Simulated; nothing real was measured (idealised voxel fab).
process module | voxel wiring stack
cross-section cut | 205 nm wide | cells 5 nm
A cross-section is a grid of square cells, given in bands from the top down. A band is one or more rows of cells.
Each band's line starts with the height of the band's top and of its bottom, in nm. Then come its materials from left to right, each with its width in nm. One material with "throughout" fills the band from edge to edge. "air" is empty space.
Height 0 is the level under which the wafer as received is all one material. The lowest band goes on downwards, as in "0 down".
A width such as "30 to 40" changes by the same amount from each row of cells to the next, from the band's top row to its bottom row.
"no change" after a step means that no cell of the cross-section changed.
closed voids: empty space of 8 cells or more with no open way to the top, each as width x height at its distance from the left edge, in nm
after a step's settings: what the simulator itself notes on the step
overlay nm, on a step with a mask: how far to the right of its planned place the mask lay; to the left if negative
Each pair below shows a cross-section before one step and the cross-section after it, down to the lowest band that changed. The line under each pair gives the step between them, with its settings. The pairs can come from different runs of this module on the same starting wafer, so a pair continues from the pair above only where its "before" says so.
before
  125 to 105: lowk 30 | air 20 | lowk 20 | air 20 | lowk 20 | air 20 | lowk 20 | air 20 | lowk 35
  105 to 100: SiN throughout
  100 to 80: SiO2 30 | TiN 5 | W 5 | TiN 5 | SiO2 65 | TiN 5 | W 5 | TiN 5 | SiO2 80
  80 to 75: SiCN 30 | TiN 15 | SiCN 65 | TiN 15 | SiCN 80
  75 to 60: SiO2 30 | TiN 5 | Ru 5 | TiN 5 | SiO2 25 | TiN 5 | Ru 5 | TiN 5 | SiO2 25 | TiN 5 | Ru 5 | TiN 5 | SiO2 25 | TiN 5 | Ru 5 | TiN 5 | SiO2 40
  60 to 55: SiO2 30 | TiN 15 | SiO2 25 | TiN 15 | SiO2 25 | TiN 15 | SiO2 25 | TiN 15 | SiO2 40
  55 to 45: SiO2 throughout
  45 to 40: SiCN throughout
  40 to 15: SiO2 30 | W 20 | SiO2 20 | W 20 | SiO2 20 | W 20 | SiO2 20 | W 20 | SiO2 35
  15 to 10: SiO2 30 | TiN 20 | SiO2 20 | TiN 20 | SiO2 20 | TiN 20 | SiO2 20 | TiN 20 | SiO2 35
  10 to 0: SiO2 throughout
  0 down: Si throughout
  closed voids: none
after
  125 to 105: lowk 30 | air 20 | lowk 20 | air 20 | lowk 20 | air 20 | lowk 20 | air 20 | lowk 35
  105 to 100: SiN 30 | air 20 | SiN 20 | air 20 | SiN 20 | air 20 | SiN 20 | air 20 | SiN 35
  below 100: unchanged
  closed voids: none
the step between: op MASKED_ETCH | tone open | mask id METAL_3 | width nm 20 | pitch nm 40 | etch materials SiN | depth nm 5 | overlay nm 0
before: the cross-section after the pair above
after
  130 to 125: TiN 35 | air 10 | TiN 30 | air 10 | TiN 30 | air 10 | TiN 30 | air 10 | TiN 40
  125 to 105: lowk 30 | TiN 5 | air 10 | TiN 5 | lowk 20 | TiN 5 | air 10 | TiN 5 | lowk 20 | TiN 5 | air 10 | TiN 5 | lowk 20 | TiN 5 | air 10 | TiN 5 | lowk 35
  105 to 100: SiN 30 | TiN 20 | SiN 20 | TiN 20 | SiN 20 | TiN 20 | SiN 20 | TiN 20 | SiN 35
  below 100: unchanged
  closed voids: none
the step between: op CONFORMAL_DEP | material TiN | thk nm 5
before: the cross-section after the pair above
after
  135 to 130: Cu throughout
  130 to 125: TiN 35 | Cu 10 | TiN 30 | Cu 10 | TiN 30 | Cu 10 | TiN 30 | Cu 10 | TiN 40
  125 to 105: lowk 30 | TiN 5 | Cu 10 | TiN 5 | lowk 20 | TiN 5 | Cu 10 | TiN 5 | lowk 20 | TiN 5 | Cu 10 | TiN 5 | lowk 20 | TiN 5 | Cu 10 | TiN 5 | lowk 35
  below 105: unchanged
  closed voids: none
the step between: op FILL_DEP | material Cu | thk nm 5
before: the cross-section after the pair above
after
  125 to 105: lowk 30 | TiN 5 | Cu 10 | TiN 5 | lowk 20 | TiN 5 | Cu 10 | TiN 5 | lowk 20 | TiN 5 | Cu 10 | TiN 5 | lowk 20 | TiN 5 | Cu 10 | TiN 5 | lowk 35
  below 105: unchanged
  closed voids: none
the step between: op CMP | height nm 125
before: the cross-section after the pair above
after
  130 to 125: SiCN throughout
  below 125: unchanged
  closed voids: none
the step between: op CONFORMAL_DEP | material SiCN | thk nm 5
before
  0 down: Si throughout
  closed voids: none
after
  5 to 0: TiN throughout
  below 0: unchanged
  closed voids: none
the step between: op DIRECTIONAL_DEP | material TiN | thk nm 5
before: the cross-section after the pair above
after
  15 to 5: SiO2 throughout
  below 5: unchanged
  closed voids: none
the step between: op CONFORMAL_DEP | material SiO2 | thk nm 10
before: the cross-section after the pair above
after
  40 to 15: W throughout
  below 15: unchanged
  closed voids: none
the step between: op DIRECTIONAL_DEP | material W | thk nm 25
before: the cross-section after the pair above
after
  55 to 40: aC throughout
  below 40: unchanged
  closed voids: none
the step between: op DIRECTIONAL_DEP | material aC | thk nm 15
before: the cross-section after the pair above
after
  90 to 55: air 30 | resist 20 | air 20 | resist 20 | air 20 | resist 20 | air 20 | resist 20 | air 35
  below 55: unchanged
  closed voids: none
the step between: op PATTERN | tone cover | mask id METAL_1 | material resist | width nm 20 | pitch nm 40 | thk nm 35 | overlay nm 0
before: the cross-section after the pair above
after
  75 to 55: air 30 | resist 20 | air 20 | resist 20 | air 20 | resist 20 | air 20 | resist 20 | air 35
  55 to 40: air 30 | aC 20 | air 20 | aC 20 | air 20 | aC 20 | air 20 | aC 20 | air 35
  below 40: unchanged
  closed voids: none
the step between: op DIRECTIONAL_ETCH | etch materials aC | depth nm 15
before: the cross-section after the pair above
after
  55 to 40: air 30 | aC 20 | air 20 | aC 20 | air 20 | aC 20 | air 20 | aC 20 | air 35
  below 40: unchanged
  closed voids: none
the step between: op STRIP | etch materials resist
before: the cross-section after the pair above
after
  55 to 40: air 30 | aC 20 | air 20 | aC 20 | air 20 | aC 20 | air 20 | aC 20 | air 35
  40 to 15: air 30 | W 20 | air 20 | W 20 | air 20 | W 20 | air 20 | W 20 | air 35
  below 15: unchanged
  closed voids: none
the step between: op DIRECTIONAL_ETCH | etch materials W | depth nm 25
before: the cross-section after the pair above
after
  40 to 15: air 30 | W 20 | air 20 | W 20 | air 20 | W 20 | air 20 | W 20 | air 35
  below 15: unchanged
  closed voids: none
the step between: op STRIP | etch materials aC
before: the cross-section after the pair above
after
  45 to 40: SiO2 throughout
  40 to 15: SiO2 30 | W 20 | SiO2 20 | W 20 | SiO2 20 | W 20 | SiO2 20 | W 20 | SiO2 35
  below 15: unchanged
  closed voids: none
the step between: op FILL_DEP | material SiO2 | thk nm 5
before: the cross-section after the pair above
after
  40 to 15: SiO2 30 | W 20 | SiO2 20 | W 20 | SiO2 20 | W 20 | SiO2 20 | W 20 | SiO2 35
  below 15: unchanged
  closed voids: none
the step between: op CMP | height nm 40
before: the cross-section after the pair above
after
  45 to 40: SiCN throughout
  below 40: unchanged
  closed voids: none
the step between: op CONFORMAL_DEP | material SiCN | thk nm 5
before: the cross-section after the pair above
after
  75 to 45: SiO2 throughout
  below 45: unchanged
  closed voids: none
the step between: op DIRECTIONAL_DEP | material SiO2 | thk nm 30
before: the cross-section after the pair above
after
  75 to 45: SiO2 30 | air 15 | SiO2 25 | air 15 | SiO2 25 | air 15 | SiO2 25 | air 15 | SiO2 40
  below 45: unchanged
  closed voids: none
the step between: op MASKED_ETCH | tone open | mask id METAL_2_HOLES | width nm 15 | pitch nm 40 | etch materials SiO2 | depth nm 30 | overlay nm 0
before: the cross-section after the pair above
after
  75 to 55: SiO2 30 | air 20 | SiO2 20 | air 20 | SiO2 20 | air 20 | SiO2 20 | air 20 | SiO2 35
  below 55: unchanged
  closed voids: none
the step between: op MASKED_ETCH | tone open | mask id METAL_2 | width nm 20 | pitch nm 40 | etch materials SiO2 | depth nm 20 | overlay nm 0
before: the cross-section after the pair above
after
  75 to 55: SiO2 30 | air 20 | SiO2 20 | air 20 | SiO2 20 | air 20 | SiO2 20 | air 20 | SiO2 35
  55 to 45: SiO2 30 | air 15 | SiO2 25 | air 15 | SiO2 25 | air 15 | SiO2 25 | air 15 | SiO2 40
  45 to 40: SiCN 30 | air 15 | SiCN 25 | air 15 | SiCN 25 | air 15 | SiCN 25 | air 15 | SiCN 40
  below 40: unchanged
  closed voids: none
the step between: op MASKED_ETCH | tone open | mask id METAL_2 | width nm 20 | pitch nm 40 | etch materials SiCN | depth nm 5 | overlay nm 0
before: the cross-section after the pair above
after
  80 to 75: TiN 35 | air 10 | TiN 30 | air 10 | TiN 30 | air 10 | TiN 30 | air 10 | TiN 40
  75 to 60: SiO2 30 | TiN 5 | air 10 | TiN 5 | SiO2 20 | TiN 5 | air 10 | TiN 5 | SiO2 20 | TiN 5 | air 10 | TiN 5 | SiO2 20 | TiN 5 | air 10 | TiN 5 | SiO2 35
  60 to 55: SiO2 30 | TiN 5 | air 5 | TiN 10 | SiO2 20 | TiN 5 | air 5 | TiN 10 | SiO2 20 | TiN 5 | air 5 | TiN 10 | SiO2 20 | TiN 5 | air 5 | TiN 10 | SiO2 35
  55 to 45: SiO2 30 | TiN 5 | air 5 | TiN 5 | SiO2 25 | TiN 5 | air 5 | TiN 5 | SiO2 25 | TiN 5 | air 5 | TiN 5 | SiO2 25 | TiN 5 | air 5 | TiN 5 | SiO2 40
  45 to 40: SiCN 30 | TiN 15 | SiCN 25 | TiN 15 | SiCN 25 | TiN 15 | SiCN 25 | TiN 15 | SiCN 40
  below 40: unchanged
  closed voids: none
the step between: op CONFORMAL_DEP | material TiN | thk nm 5
before: the cross-section after the pair above
after
  85 to 80: Ru throughout
  80 to 75: TiN 35 | Ru 10 | TiN 30 | Ru 10 | TiN 30 | Ru 10 | TiN 30 | Ru 10 | TiN 40
  75 to 60: SiO2 30 | TiN 5 | Ru 10 | TiN 5 | SiO2 20 | TiN 5 | Ru 10 | TiN 5 | SiO2 20 | TiN 5 | Ru 10 | TiN 5 | SiO2 20 | TiN 5 | Ru 10 | TiN 5 | SiO2 35
  60 to 55: SiO2 30 | TiN 5 | Ru 5 | TiN 10 | SiO2 20 | TiN 5 | Ru 5 | TiN 10 | SiO2 20 | TiN 5 | Ru 5 | TiN 10 | SiO2 20 | TiN 5 | Ru 5 | TiN 10 | SiO2 35
  55 to 45: SiO2 30 | TiN 5 | Ru 5 | TiN 5 | SiO2 25 | TiN 5 | Ru 5 | TiN 5 | SiO2 25 | TiN 5 | Ru 5 | TiN 5 | SiO2 25 | TiN 5 | Ru 5 | TiN 5 | SiO2 40
  below 45: unchanged
  closed voids: none
the step between: op FILL_DEP | material Ru | thk nm 5
before: the cross-section after the pair above
after
  75 to 60: SiO2 30 | TiN 5 | Ru 10 | TiN 5 | SiO2 20 | TiN 5 | Ru 10 | TiN 5 | SiO2 20 | TiN 5 | Ru 10 | TiN 5 | SiO2 20 | TiN 5 | Ru 10 | TiN 5 | SiO2 35
  below 60: unchanged
  closed voids: none
the step between: op CMP | height nm 75
before: the cross-section after the pair above
after
  80 to 75: SiCN throughout
  below 75: unchanged
  closed voids: none
the step between: op CONFORMAL_DEP | material SiCN | thk nm 5
before: the cross-section after the pair above
after
  100 to 80: SiO2 throughout
  below 80: unchanged
  closed voids: none
the step between: op DIRECTIONAL_DEP | material SiO2 | thk nm 20
before: the cross-section after the pair above
after
  100 to 80: SiO2 30 | air 15 | SiO2 65 | air 15 | SiO2 80
  below 80: unchanged
  closed voids: none
the step between: op MASKED_ETCH | tone open | mask id PLUG_2 | width nm 15 | pitch nm 80 | etch materials SiO2 | depth nm 20 | overlay nm 0
before: the cross-section after the pair above
after
  100 to 80: SiO2 30 | air 15 | SiO2 65 | air 15 | SiO2 80
  80 to 75: SiCN 30 | air 15 | SiCN 65 | air 15 | SiCN 80
  below 75: unchanged
  closed voids: none
the step between: op MASKED_ETCH | tone open | mask id PLUG_2 | width nm 15 | pitch nm 80 | etch materials SiCN | depth nm 5 | overlay nm 0
before: the cross-section after the pair above
after
  105 to 100: TiN 35 | air 5 | TiN 75 | air 5 | TiN 85
  100 to 80: SiO2 30 | TiN 5 | air 5 | TiN 5 | SiO2 65 | TiN 5 | air 5 | TiN 5 | SiO2 80
  80 to 75: SiCN 30 | TiN 15 | SiCN 65 | TiN 15 | SiCN 80
  below 75: unchanged
  closed voids: none
the step between: op CONFORMAL_DEP | material TiN | thk nm 5
before: the cross-section after the pair above
after
  115 to 105: W throughout
  105 to 100: TiN 35 | W 5 | TiN 75 | W 5 | TiN 85
  100 to 80: SiO2 30 | TiN 5 | W 5 | TiN 5 | SiO2 65 | TiN 5 | W 5 | TiN 5 | SiO2 80
  below 80: unchanged
  closed voids: none
the step between: op FILL_DEP | material W | thk nm 10
before: the cross-section after the pair above
after
  100 to 80: SiO2 30 | TiN 5 | W 5 | TiN 5 | SiO2 65 | TiN 5 | W 5 | TiN 5 | SiO2 80
  below 80: unchanged
  closed voids: none
the step between: op CMP | height nm 100
before: the cross-section after the pair above
after
  105 to 100: SiN throughout
  below 100: unchanged
  closed voids: none
the step between: op CONFORMAL_DEP | material SiN | thk nm 5
before: the cross-section after the pair above
after
  125 to 105: lowk throughout
  below 105: unchanged
  closed voids: none
the step between: op DIRECTIONAL_DEP | material lowk | thk nm 20
before: the cross-section after the pair above
after
  125 to 105: lowk 30 | air 20 | lowk 20 | air 20 | lowk 20 | air 20 | lowk 20 | air 20 | lowk 35
  below 105: unchanged
  closed voids: none
the step between: op MASKED_ETCH | tone open | mask id METAL_3 | width nm 20 | pitch nm 40 | etch materials lowk | depth nm 20 | overlay nm 0
before: the cross-section after the pair above
after
  125 to 105: lowk 30 | air 20 | lowk 20 | air 20 | lowk 20 | air 20 | lowk 20 | air 20 | lowk 35
  105 to 100: SiN 30 | air 20 | SiN 20 | air 20 | SiN 20 | air 20 | SiN 20 | air 20 | SiN 35
  below 100: unchanged
  closed voids: none
the step between: op MASKED_ETCH | tone open | mask id METAL_3 | width nm 20 | pitch nm 40 | etch materials SiN | depth nm 5 | overlay nm 0
before: the cross-section after the pair above
after
  130 to 125: TiN 35 | air 10 | TiN 30 | air 10 | TiN 30 | air 10 | TiN 30 | air 10 | TiN 40
  125 to 105: lowk 30 | TiN 5 | air 10 | TiN 5 | lowk 20 | TiN 5 | air 10 | TiN 5 | lowk 20 | TiN 5 | air 10 | TiN 5 | lowk 20 | TiN 5 | air 10 | TiN 5 | lowk 35
  105 to 100: SiN 30 | TiN 20 | SiN 20 | TiN 20 | SiN 20 | TiN 20 | SiN 20 | TiN 20 | SiN 35
  below 100: unchanged
  closed voids: none
the step between: op CONFORMAL_DEP | material TiN | thk nm 5
before: the cross-section after the pair above
after
  135 to 130: Cu throughout
  130 to 125: TiN 35 | Cu 10 | TiN 30 | Cu 10 | TiN 30 | Cu 10 | TiN 30 | Cu 10 | TiN 40
  125 to 105: lowk 30 | TiN 5 | Cu 10 | TiN 5 | lowk 20 | TiN 5 | Cu 10 | TiN 5 | lowk 20 | TiN 5 | Cu 10 | TiN 5 | lowk 20 | TiN 5 | Cu 10 | TiN 5 | lowk 35
  below 105: unchanged
  closed voids: none
the step between: op FILL_DEP | material Cu | thk nm 5
before: the cross-section after the pair above
after
  125 to 105: lowk 30 | TiN 5 | Cu 10 | TiN 5 | lowk 20 | TiN 5 | Cu 10 | TiN 5 | lowk 20 | TiN 5 | Cu 10 | TiN 5 | lowk 20 | TiN 5 | Cu 10 | TiN 5 | lowk 35
  below 105: unchanged
  closed voids: none
the step between: op CMP | height nm 125
before: the cross-section after the pair above
after
  130 to 125: SiCN throughout
  below 125: unchanged
  closed voids: none
the step between: op CONFORMAL_DEP | material SiCN | thk nm 5
before
  75 to 45: SiO2 30 | air 15 | SiO2 25 | air 15 | SiO2 25 | air 15 | SiO2 25 | air 15 | SiO2 40
  45 to 40: SiCN throughout
  40 to 15: SiO2 30 | W 20 | SiO2 20 | W 20 | SiO2 20 | W 20 | SiO2 20 | W 20 | SiO2 35
  15 to 10: SiO2 30 | TiN 20 | SiO2 20 | TiN 20 | SiO2 20 | TiN 20 | SiO2 20 | TiN 20 | SiO2 35
  10 to 0: SiO2 throughout
  0 down: Si throughout
  closed voids: none
after
  75 to 50: SiO2 30 | air 20 | SiO2 20 | air 20 | SiO2 20 | air 20 | SiO2 20 | air 20 | SiO2 35
  below 50: unchanged
  closed voids: none
the step between: op MASKED_ETCH | tone open | mask id METAL_2 | width nm 20 | pitch nm 40 | etch materials SiO2 | depth nm 25 | overlay nm 0
before: the cross-section after the pair above
after
  75 to 50: SiO2 30 | air 20 | SiO2 20 | air 20 | SiO2 20 | air 20 | SiO2 20 | air 20 | SiO2 35
  50 to 45: SiO2 30 | air 15 | SiO2 25 | air 15 | SiO2 25 | air 15 | SiO2 25 | air 15 | SiO2 40
  45 to 40: SiCN 30 | air 15 | SiCN 25 | air 15 | SiCN 25 | air 15 | SiCN 25 | air 15 | SiCN 40
  below 40: unchanged
  closed voids: none
the step between: op MASKED_ETCH | tone open | mask id METAL_2 | width nm 20 | pitch nm 40 | etch materials SiCN | depth nm 5 | overlay nm 0
before: the cross-section after the pair above
after
  80 to 75: TiN 35 | air 10 | TiN 30 | air 10 | TiN 30 | air 10 | TiN 30 | air 10 | TiN 40
  75 to 55: SiO2 30 | TiN 5 | air 10 | TiN 5 | SiO2 20 | TiN 5 | air 10 | TiN 5 | SiO2 20 | TiN 5 | air 10 | TiN 5 | SiO2 20 | TiN 5 | air 10 | TiN 5 | SiO2 35
  55 to 45: SiO2 30 | TiN 5 | air 5 | TiN 10 to 5 | SiO2 20 to 25 | TiN 5 | air 5 | TiN 10 to 5 | SiO2 20 to 25 | TiN 5 | air 5 | TiN 10 to 5 | SiO2 20 to 25 | TiN 5 | air 5 | TiN 10 to 5 | SiO2 35 to 40
  45 to 40: SiCN 30 | TiN 15 | SiCN 25 | TiN 15 | SiCN 25 | TiN 15 | SiCN 25 | TiN 15 | SiCN 40
  below 40: unchanged
  closed voids: none
the step between: op CONFORMAL_DEP | material TiN | thk nm 5
before: the cross-section after the pair above
after
  85 to 80: Ru throughout
  80 to 75: TiN 35 | Ru 10 | TiN 30 | Ru 10 | TiN 30 | Ru 10 | TiN 30 | Ru 10 | TiN 40
  75 to 55: SiO2 30 | TiN 5 | Ru 10 | TiN 5 | SiO2 20 | TiN 5 | Ru 10 | TiN 5 | SiO2 20 | TiN 5 | Ru 10 | TiN 5 | SiO2 20 | TiN 5 | Ru 10 | TiN 5 | SiO2 35
  55 to 45: SiO2 30 | TiN 5 | Ru 5 | TiN 10 to 5 | SiO2 20 to 25 | TiN 5 | Ru 5 | TiN 10 to 5 | SiO2 20 to 25 | TiN 5 | Ru 5 | TiN 10 to 5 | SiO2 20 to 25 | TiN 5 | Ru 5 | TiN 10 to 5 | SiO2 35 to 40
  below 45: unchanged
  closed voids: none
the step between: op FILL_DEP | material Ru | thk nm 5
before: the cross-section after the pair above
after
  75 to 55: SiO2 30 | TiN 5 | Ru 10 | TiN 5 | SiO2 20 | TiN 5 | Ru 10 | TiN 5 | SiO2 20 | TiN 5 | Ru 10 | TiN 5 | SiO2 20 | TiN 5 | Ru 10 | TiN 5 | SiO2 35
  below 55: unchanged
  closed voids: none
the step between: op CMP | height nm 75
before: the cross-section after the pair above
after
  80 to 75: SiCN throughout
  below 75: unchanged
  closed voids: none
the step between: op CONFORMAL_DEP | material SiCN | thk nm 5
before: the cross-section after the pair above
after
  100 to 80: SiO2 throughout
  below 80: unchanged
  closed voids: none
the step between: op DIRECTIONAL_DEP | material SiO2 | thk nm 20
before: the cross-section after the pair above
after
  100 to 80: SiO2 30 | air 15 | SiO2 65 | air 15 | SiO2 80
  below 80: unchanged
  closed voids: none
the step between: op MASKED_ETCH | tone open | mask id PLUG_2 | width nm 15 | pitch nm 80 | etch materials SiO2 | depth nm 20 | overlay nm 0
before: the cross-section after the pair above
after
  100 to 80: SiO2 30 | air 15 | SiO2 65 | air 15 | SiO2 80
  80 to 75: SiCN 30 | air 15 | SiCN 65 | air 15 | SiCN 80
  below 75: unchanged
  closed voids: none
the step between: op MASKED_ETCH | tone open | mask id PLUG_2 | width nm 15 | pitch nm 80 | etch materials SiCN | depth nm 5 | overlay nm 0
before: the cross-section after the pair above
after
  105 to 100: TiN 35 | air 5 | TiN 75 | air 5 | TiN 85
  100 to 80: SiO2 30 | TiN 5 | air 5 | TiN 5 | SiO2 65 | TiN 5 | air 5 | TiN 5 | SiO2 80
  80 to 75: SiCN 30 | TiN 15 | SiCN 65 | TiN 15 | SiCN 80
  below 75: unchanged
  closed voids: none
the step between: op CONFORMAL_DEP | material TiN | thk nm 5
before: the cross-section after the pair above
after
  115 to 105: W throughout
  105 to 100: TiN 35 | W 5 | TiN 75 | W 5 | TiN 85
  100 to 80: SiO2 30 | TiN 5 | W 5 | TiN 5 | SiO2 65 | TiN 5 | W 5 | TiN 5 | SiO2 80
  below 80: unchanged
  closed voids: none
the step between: op FILL_DEP | material W | thk nm 10
before: the cross-section after the pair above
after
  100 to 80: SiO2 30 | TiN 5 | W 5 | TiN 5 | SiO2 65 | TiN 5 | W 5 | TiN 5 | SiO2 80
  below 80: unchanged
  closed voids: none
the step between: op CMP | height nm 100
before: the cross-section after the pair above
after
  105 to 100: SiN throughout
  below 100: unchanged
  closed voids: none
the step between: op CONFORMAL_DEP | material SiN | thk nm 5
before: the cross-section after the pair above
after
  125 to 105: lowk throughout
  below 105: unchanged
  closed voids: none
the step between: op DIRECTIONAL_DEP | material lowk | thk nm 20
before: the cross-section after the pair above
after
  125 to 105: lowk 30 | air 20 | lowk 20 | air 20 | lowk 20 | air 20 | lowk 20 | air 20 | lowk 35
  below 105: unchanged
  closed voids: none
the step between: op MASKED_ETCH | tone open | mask id METAL_3 | width nm 20 | pitch nm 40 | etch materials lowk | depth nm 20 | overlay nm 0
before: the cross-section after the pair above
after
  125 to 105: lowk 30 | air 20 | lowk 20 | air 20 | lowk 20 | air 20 | lowk 20 | air 20 | lowk 35
  105 to 100: SiN 30 | air 20 | SiN 20 | air 20 | SiN 20 | air 20 | SiN 20 | air 20 | SiN 35
  below 100: unchanged
  closed voids: none
the step between: op MASKED_ETCH | tone open | mask id METAL_3 | width nm 20 | pitch nm 40 | etch materials SiN | depth nm 5 | overlay nm 0
before: the cross-section after the pair above
after
  130 to 125: TiN 35 | air 10 | TiN 30 | air 10 | TiN 30 | air 10 | TiN 30 | air 10 | TiN 40
  125 to 105: lowk 30 | TiN 5 | air 10 | TiN 5 | lowk 20 | TiN 5 | air 10 | TiN 5 | lowk 20 | TiN 5 | air 10 | TiN 5 | lowk 20 | TiN 5 | air 10 | TiN 5 | lowk 35
  105 to 100: SiN 30 | TiN 20 | SiN 20 | TiN 20 | SiN 20 | TiN 20 | SiN 20 | TiN 20 | SiN 35
  below 100: unchanged
  closed voids: none
the step between: op CONFORMAL_DEP | material TiN | thk nm 5
before: the cross-section after the pair above
after
  135 to 130: Cu throughout
  130 to 125: TiN 35 | Cu 10 | TiN 30 | Cu 10 | TiN 30 | Cu 10 | TiN 30 | Cu 10 | TiN 40
  125 to 105: lowk 30 | TiN 5 | Cu 10 | TiN 5 | lowk 20 | TiN 5 | Cu 10 | TiN 5 | lowk 20 | TiN 5 | Cu 10 | TiN 5 | lowk 20 | TiN 5 | Cu 10 | TiN 5 | lowk 35
  below 105: unchanged
  closed voids: none
the step between: op FILL_DEP | material Cu | thk nm 5
before: the cross-section after the pair above
after
  125 to 105: lowk 30 | TiN 5 | Cu 10 | TiN 5 | lowk 20 | TiN 5 | Cu 10 | TiN 5 | lowk 20 | TiN 5 | Cu 10 | TiN 5 | lowk 20 | TiN 5 | Cu 10 | TiN 5 | lowk 35
  below 105: unchanged
  closed voids: none
the step between: op CMP | height nm 125
before: the cross-section after the pair above
after
  130 to 125: SiCN throughout
  below 125: unchanged
  closed voids: none
the step between: op CONFORMAL_DEP | material SiCN | thk nm 5
before
  125 to 105: lowk throughout
  105 to 100: SiN throughout
  100 to 80: SiO2 30 | TiN 5 | W 5 | TiN 5 | SiO2 65 | TiN 5 | W 5 | TiN 5 | SiO2 80
  80 to 75: SiCN 30 | TiN 15 | SiCN 65 | TiN 15 | SiCN 80
  75 to 60: SiO2 30 | TiN 5 | Ru 10 | TiN 5 | SiO2 20 | TiN 5 | Ru 10 | TiN 5 | SiO2 20 | TiN 5 | Ru 10 | TiN 5 | SiO2 20 | TiN 5 | Ru 10 | TiN 5 | SiO2 35
  60 to 55: SiO2 30 | TiN 5 | Ru 5 | TiN 10 | SiO2 20 | TiN 5 | Ru 5 | TiN 10 | SiO2 20 | TiN 5 | Ru 5 | TiN 10 | SiO2 20 | TiN 5 | Ru 5 | TiN 10 | SiO2 35
  55 to 45: SiO2 30 | TiN 5 | Ru 5 | TiN 5 | SiO2 25 | TiN 5 | Ru 5 | TiN 5 | SiO2 25 | TiN 5 | Ru 5 | TiN 5 | SiO2 25 | TiN 5 | Ru 5 | TiN 5 | SiO2 40
  45 to 40: SiCN 30 | TiN 15 | SiCN 25 | TiN 15 | SiCN 25 | TiN 15 | SiCN 25 | TiN 15 | SiCN 40
  40 to 15: SiO2 30 | W 20 | SiO2 20 | W 20 | SiO2 20 | W 20 | SiO2 20 | W 20 | SiO2 35
  15 to 10: SiO2 30 | TiN 20 | SiO2 20 | TiN 20 | SiO2 20 | TiN 20 | SiO2 20 | TiN 20 | SiO2 35
  10 to 0: SiO2 throughout
  0 down: Si throughout
  closed voids: none
after
  125 to 105: lowk 30 | air 25 | lowk 15 | air 25 | lowk 15 | air 25 | lowk 15 | air 25 | lowk 30
  below 105: unchanged
  closed voids: none
the step between: op MASKED_ETCH | tone open | mask id METAL_3 | width nm 25 | pitch nm 40 | etch materials lowk | depth nm 20 | overlay nm 0
before: the cross-section after the pair above
after
  125 to 105: lowk 30 | air 25 | lowk 15 | air 25 | lowk 15 | air 25 | lowk 15 | air 25 | lowk 30
  105 to 100: SiN 30 | air 20 | SiN 20 | air 20 | SiN 20 | air 20 | SiN 20 | air 20 | SiN 35
  below 100: unchanged
  closed voids: none
the step between: op MASKED_ETCH | tone open | mask id METAL_3 | width nm 20 | pitch nm 40 | etch materials SiN | depth nm 5 | overlay nm 0
before: the cross-section after the pair above
after
  130 to 125: TiN 35 | air 15 | TiN 25 | air 15 | TiN 25 | air 15 | TiN 25 | air 15 | TiN 35
  125 to 110: lowk 30 | TiN 5 | air 15 | TiN 5 | lowk 15 | TiN 5 | air 15 | TiN 5 | lowk 15 | TiN 5 | air 15 | TiN 5 | lowk 15 | TiN 5 | air 15 | TiN 5 | lowk 30
  110 to 105: lowk 30 | TiN 5 | air 10 | TiN 10 | lowk 15 | TiN 5 | air 10 | TiN 10 | lowk 15 | TiN 5 | air 10 | TiN 10 | lowk 15 | TiN 5 | air 10 | TiN 10 | lowk 30
  105 to 100: SiN 30 | TiN 20 | SiN 20 | TiN 20 | SiN 20 | TiN 20 | SiN 20 | TiN 20 | SiN 35
  below 100: unchanged
  closed voids: none
the step between: op CONFORMAL_DEP | material TiN | thk nm 5
before: the cross-section after the pair above
after
  135 to 130: Cu throughout
  130 to 125: TiN 35 | Cu 15 | TiN 25 | Cu 15 | TiN 25 | Cu 15 | TiN 25 | Cu 15 | TiN 35
  125 to 110: lowk 30 | TiN 5 | Cu 15 | TiN 5 | lowk 15 | TiN 5 | Cu 15 | TiN 5 | lowk 15 | TiN 5 | Cu 15 | TiN 5 | lowk 15 | TiN 5 | Cu 15 | TiN 5 | lowk 30
  110 to 105: lowk 30 | TiN 5 | Cu 10 | TiN 10 | lowk 15 | TiN 5 | Cu 10 | TiN 10 | lowk 15 | TiN 5 | Cu 10 | TiN 10 | lowk 15 | TiN 5 | Cu 10 | TiN 10 | lowk 30
  below 105: unchanged
  closed voids: none
the step between: op FILL_DEP | material Cu | thk nm 5
before: the cross-section after the pair above
after
  125 to 110: lowk 30 | TiN 5 | Cu 15 | TiN 5 | lowk 15 | TiN 5 | Cu 15 | TiN 5 | lowk 15 | TiN 5 | Cu 15 | TiN 5 | lowk 15 | TiN 5 | Cu 15 | TiN 5 | lowk 30
  below 110: unchanged
  closed voids: none
the step between: op CMP | height nm 125
before: the cross-section after the pair above
after
  130 to 125: SiCN throughout
  below 125: unchanged
  closed voids: none
the step between: op CONFORMAL_DEP | material SiCN | thk nm 5
before
  75 to 45: SiO2 throughout
  45 to 40: SiCN throughout
  40 to 15: SiO2 30 | W 20 | SiO2 20 | W 20 | SiO2 20 | W 20 | SiO2 20 | W 20 | SiO2 35
  15 to 10: SiO2 30 | TiN 20 | SiO2 20 | TiN 20 | SiO2 20 | TiN 20 | SiO2 20 | TiN 20 | SiO2 35
  10 to 0: SiO2 throughout
  0 down: Si throughout
  closed voids: none
after
  75 to 45: SiO2 40 | air 15 | SiO2 25 | air 15 | SiO2 25 | air 15 | SiO2 25 | air 15 | SiO2 30
  below 45: unchanged
  closed voids: none
the step between: op MASKED_ETCH | tone open | mask id METAL_2_HOLES | width nm 15 | pitch nm 40 | etch materials SiO2 | depth nm 30 | overlay nm 10
before: the cross-section after the pair above
after
  75 to 55: SiO2 30 | air 25 | SiO2 15 | air 25 | SiO2 15 | air 25 | SiO2 15 | air 25 | SiO2 30
  below 55: unchanged
  closed voids: none
the step between: op MASKED_ETCH | tone open | mask id METAL_2 | width nm 20 | pitch nm 40 | etch materials SiO2 | depth nm 20 | overlay nm 0
before: the cross-section after the pair above
after
  75 to 55: SiO2 30 | air 25 | SiO2 15 | air 25 | SiO2 15 | air 25 | SiO2 15 | air 25 | SiO2 30
  55 to 45: SiO2 40 | air 15 | SiO2 25 | air 15 | SiO2 25 | air 15 | SiO2 25 | air 15 | SiO2 30
  45 to 40: SiCN 40 | air 10 | SiCN 30 | air 10 | SiCN 30 | air 10 | SiCN 30 | air 10 | SiCN 35
  below 40: unchanged
  closed voids: none
the step between: op MASKED_ETCH | tone open | mask id METAL_2 | width nm 20 | pitch nm 40 | etch materials SiCN | depth nm 5 | overlay nm 0
